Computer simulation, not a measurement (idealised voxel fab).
This is a process module. Its name is voxel released beams.
Each square cell in cross-section cut measures 5 nm, and the section as a whole is 185 nm wide.
A cross-section in this document is a grid of square cells, and it is written down as bands, the top band listed before the ones below it; a band is made up of one or more rows of cells. First you get the band's top height and its bottom height, in nm, and then the materials it's made of, left to right, with each width in nm. If you see a single material with "all across", that one covers the band edge to edge. "air" is empty space. Heights from 0 (as-received wafer is one material below). Bottom band endless downward, as "0 and below". Per-row width for "30->40": begins at first number (top row of band), ends at second number (bottom row), increment between rows held constant. "nothing was modified" means the step left every cell of the cross-section as it was. The entry "Sealed-off cavities" lists the empty spaces that cover at least 8 cells and have no open path to the top. Each is written as width x height at distance, where the distance is measured from the left edge and all three values are in nm. On each step's line, the part that comes after the settings is the simulator's own comment on the step. You can add "overlay nm" to a step's line. For a step with a mask, it describes how far the mask lay to the right of its planned position, and a negative number describes a lay to the left.

**Below is the list of planned process steps**
1) RECEIVE with material Si
2) CONFORMAL_DEP with material SiN, thk nm 5
3) DIRECTIONAL_DEP with material SiO2, thk nm 20
4) MASKED_ETCH with tone open, mask id ANCHOR, width nm 35, etch materials SiO2, depth nm 20, overlay nm 0
5) CONFORMAL_DEP with material W, thk nm 10
6) PATTERN with tone cover, mask id BEAM, material resist, width nm 105, thk nm 20, overlay nm 0
7) DIRECTIONAL_ETCH with etch materials W, depth nm 10
8) STRIP with etch materials resist
9) STRIP with etch materials SiO2

**So this is the incoming wafer in cross-section - it's already been through step 1**
> 0 and below | Si all across
> Sealed-off cavities: none

**First of two wafers: cross-section at end of module, run per plan**
> 35 down to 25 | 35 air  15 W  15 air  75 W  45 air
> 25 down to 15 | 40 air  10 W  15 air  10 W  110 air
> 15 down to 5 | 40 air  35 W  110 air
> 5 down to 0 | SiN all across
> 0 and below | Si all across
> Sealed-off cavities: none

**What the second wafer looks like in cross-section once the module is done. Its start and its plan matched the first wafer's exactly; what differed was one mistake in how it was run**
> 35 down to 25 | 35 air  105 W  45 air
> 25 down to 20 | SiN all across
> 20 down to 0 | SiO2 all across
> 0 and below | Si all across
> Sealed-off cavities: none
What went wrong in running the wafer? the intended sequence of steps 2 and 3 was reversed during processing, with each occupying the position of the other
The second wafer ends with more or fewer cells of some materials than the first, per final count: SiO2 +148, W -16
